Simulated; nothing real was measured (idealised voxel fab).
process module | voxel tone inversion
cross-section cut | 200 nm wide | cells 5 nm
A cross-section is a grid of square cells, given in bands from the top down. A band is one or more rows of cells.
Each band's line starts with the height of the band's top and of its bottom, in nm. Then come its materials from left to right, each with its width in nm. One material with "throughout" fills the band from edge to edge. "air" is empty space.
Height 0 is the level under which the wafer as received is all one material. The lowest band goes on downwards, as in "0 down".
A width such as "30 to 40" changes by the same amount from each row of cells to the next, from the band's top row to its bottom row.
"no change" after a step means that no cell of the cross-section changed.
closed voids: empty space of 8 cells or more with no open way to the top, each as width x height at its distance from the left edge, in nm
after a step's settings: what the simulator itself notes on the step
overlay nm, on a step with a mask: how far to the right of its planned place the mask lay; to the left if negative
plan
1 op RECEIVE | material Si
2 op CONFORMAL_DEP | material SiCN | thk nm 5
3 op DIRECTIONAL_DEP | material polySi | thk nm 25
4 op PATTERN | tone cover | mask id POSTS | material resist | width nm 25 | pitch nm 45 | thk nm 30 | overlay nm 0
5 op DIRECTIONAL_ETCH | etch materials polySi | depth nm 25
6 op STRIP | etch materials resist
7 op FILL_DEP | material lowk | thk nm 10
8 op CMP | height nm 30
9 op STRIP | etch materials polySi
10 op CONFORMAL_DEP | material TiN | thk nm 5
11 op FILL_DEP | material Cu | thk nm 10
12 op CMP | height nm 30
13 op CONFORMAL_DEP | material SiN | thk nm 5
first wafer, as planned
as received, after step 1
  0 down: Si throughout
  closed voids: none
after step 2
  5 to 0: SiCN throughout
  below 0: unchanged
after step 3
  30 to 5: polySi throughout
  below 5: unchanged
after step 4
  60 to 30: air 40 | resist 25 | air 20 | resist 25 | air 20 | resist 25 | air 45
  below 30: unchanged
after step 5
  60 to 30: air 40 | resist 25 | air 20 | resist 25 | air 20 | resist 25 | air 45
  30 to 5: air 40 | polySi 25 | air 20 | polySi 25 | air 20 | polySi 25 | air 45
  below 5: unchanged
after step 6
  30 to 5: air 40 | polySi 25 | air 20 | polySi 25 | air 20 | polySi 25 | air 45
  below 5: unchanged
after step 7
  40 to 30: lowk throughout
  30 to 5: lowk 40 | polySi 25 | lowk 20 | polySi 25 | lowk 20 | polySi 25 | lowk 45
  below 5: unchanged
after step 8
  30 to 5: lowk 40 | polySi 25 | lowk 20 | polySi 25 | lowk 20 | polySi 25 | lowk 45
  below 5: unchanged
after step 9
  30 to 5: lowk 40 | air 25 | lowk 20 | air 25 | lowk 20 | air 25 | lowk 45
  below 5: unchanged
after step 10
  35 to 30: TiN 45 | air 15 | TiN 30 | air 15 | TiN 30 | air 15 | TiN 50
  30 to 10: lowk 40 | TiN 5 | air 15 | TiN 5 | lowk 20 | TiN 5 | air 15 | TiN 5 | lowk 20 | TiN 5 | air 15 | TiN 5 | lowk 45
  10 to 5: lowk 40 | TiN 25 | lowk 20 | TiN 25 | lowk 20 | TiN 25 | lowk 45
  below 5: unchanged
after step 11
  45 to 35: Cu throughout
  35 to 30: TiN 45 | Cu 15 | TiN 30 | Cu 15 | TiN 30 | Cu 15 | TiN 50
  30 to 10: lowk 40 | TiN 5 | Cu 15 | TiN 5 | lowk 20 | TiN 5 | Cu 15 | TiN 5 | lowk 20 | TiN 5 | Cu 15 | TiN 5 | lowk 45
  below 10: unchanged
after step 12
  30 to 10: lowk 40 | TiN 5 | Cu 15 | TiN 5 | lowk 20 | TiN 5 | Cu 15 | TiN 5 | lowk 20 | TiN 5 | Cu 15 | TiN 5 | lowk 45
  below 10: unchanged
after step 13
  35 to 30: SiN throughout
  below 30: unchanged
second wafer: like start, like plan, one mistake. Through step 1 it matches the first wafer
when step 2 should have ended
  25 to 0: polySi throughout
  below 0: unchanged
when step 3 should have ended
  30 to 25: SiCN throughout
  below 25: unchanged
when step 4 should have ended
  60 to 30: air 40 | resist 25 | air 20 | resist 25 | air 20 | resist 25 | air 45
  below 30: unchanged
when step 5 should have ended: no change
when step 6 should have ended
  30 to 25: SiCN throughout
  below 25: unchanged
when step 7 should have ended
  40 to 30: lowk throughout
  below 30: unchanged
when step 8 should have ended
  30 to 25: SiCN throughout
  below 25: unchanged
when step 9 should have ended: no change
when step 10 should have ended
  35 to 30: TiN throughout
  below 30: unchanged
when step 11 should have ended
  45 to 35: Cu throughout
  below 35: unchanged
when step 12 should have ended
  30 to 25: SiCN throughout
  below 25: unchanged
when step 13 should have ended
  35 to 30: SiN throughout
  below 30: unchanged
what went wrong: steps 2 and 3 were swapped
at the end the second wafer has, in cells: 36 fewer of Cu | 39 fewer of TiN | 125 fewer of lowk | 200 more of polySi
